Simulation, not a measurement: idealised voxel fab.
process module | voxel tone inversion
This is section cut - it's 160 nm across, gridded in 5 nm square cells.
The cross-sections in this document take the form of a grid made of square cells. They are written out as bands, in order from top to bottom. Each band consists of one or more rows of cells. Read a band's entry like this: the first values are the height of its top and the height of its bottom in nm, and what follows is the sequence of materials from left to right, each with its width in nm. Note that "empty" is empty space, and that a single material marked "throughout" reaches across the band from edge to edge. Height 0 is the level under which the wafer as received is all one material. The lowest band goes on downwards, as in "0..down". Width: "30 to 40" (first number = top row, second number = bottom row, same change from row to row of cells). "everything unchanged" -> step changed no cross-section cell. Enclosed voids (no open way to top), threshold 8 cells or more, entry "Closed empty spaces", notation width x height at distance, distance from left edge, nm. It should be noted that, on the line of a given step, the content following the step's settings is a remark produced by the simulator itself with respect to that step. overlay nm: step with mask; distance mask lay right of planned place; negative value = left of planned place.
Set out below are the planned steps of the process:
step 1: RECEIVE | material Si
step 2: CONFORMAL_DEP | material SiN | thk nm 10
step 3: DIRECTIONAL_DEP | material aC | thk nm 15
step 4: PATTERN | tone cover | mask id POSTS | material resist | width nm 20 | pitch nm 50 | thk nm 20 | overlay nm 0
step 5: DIRECTIONAL_ETCH | etch materials aC | depth nm 15
step 6: STRIP | etch materials resist
step 7: FILL_DEP | material SiO2 | thk nm 5
step 8: CMP | height nm 25
step 9: STRIP | etch materials aC
First of two wafers - as planned:
Shown in cross-section is the wafer as received, that is, as it stands after step 1:
> 0..down = Si throughout
> Closed empty spaces: none
Upon completion of step 2, the wafer appears in cross-section as shown:
> 10..0 = SiN throughout
> All layers under 0 are left as they were.
Upon completion of step 3, the wafer appears in cross-section as shown:
> 25..10 = aC throughout
> All layers under 10 are left as they were.
Upon completion of step 4, the wafer appears in cross-section as shown:
> 45..25 = 20 empty; 20 resist; 30 empty; 20 resist; 30 empty; 20 resist; 20 empty
> All layers under 25 are left as they were.
Upon completion of step 5, the wafer appears in cross-section as shown:
> 30..25 = 20 empty; 20 resist; 30 empty; 20 resist; 30 empty; 20 resist; 20 empty
> 25..10 = 20 empty; 20 aC; 30 empty; 20 aC; 30 empty; 20 aC; 20 empty
> All layers under 10 are left as they were.
Upon completion of step 6, the wafer appears in cross-section as shown:
> 25..10 = 20 empty; 20 aC; 30 empty; 20 aC; 30 empty; 20 aC; 20 empty
> All layers under 10 are left as they were.
Upon completion of step 7, the wafer appears in cross-section as shown:
> 30..25 = SiO2 throughout
> 25..10 = 20 SiO2; 20 aC; 30 SiO2; 20 aC; 30 SiO2; 20 aC; 20 SiO2
> All layers under 10 are left as they were.
Upon completion of step 8, the wafer appears in cross-section as shown:
> 25..10 = 20 SiO2; 20 aC; 30 SiO2; 20 aC; 30 SiO2; 20 aC; 20 SiO2
> All layers under 10 are left as they were.
Upon completion of step 9, the wafer appears in cross-section as shown:
> 25..10 = 20 SiO2; 20 empty; 30 SiO2; 20 empty; 30 SiO2; 20 empty; 20 SiO2
> All layers under 10 are left as they were.
The second wafer began exactly as the first did and followed the same plan, but one mistake was made while running it; through step 7 inclusive, the two wafers are identical:
The second wafer cut through, at the time step 8 was supposed to be finished:
> 20..10 = 20 SiO2; 20 aC; 30 SiO2; 20 aC; 30 SiO2; 20 aC; 20 SiO2
> All layers under 10 are left as they were.
The second wafer cut through, at the time step 9 was supposed to be finished:
> 20..10 = 20 SiO2; 20 empty; 30 SiO2; 20 empty; 30 SiO2; 20 empty; 20 SiO2
> All layers under 10 are left as they were.
Processing error: step 8 ran as: CMP | height nm 20
Counted in cells at the end, the second wafer holds more or fewer of these materials than the first: 20 fewer of SiO2
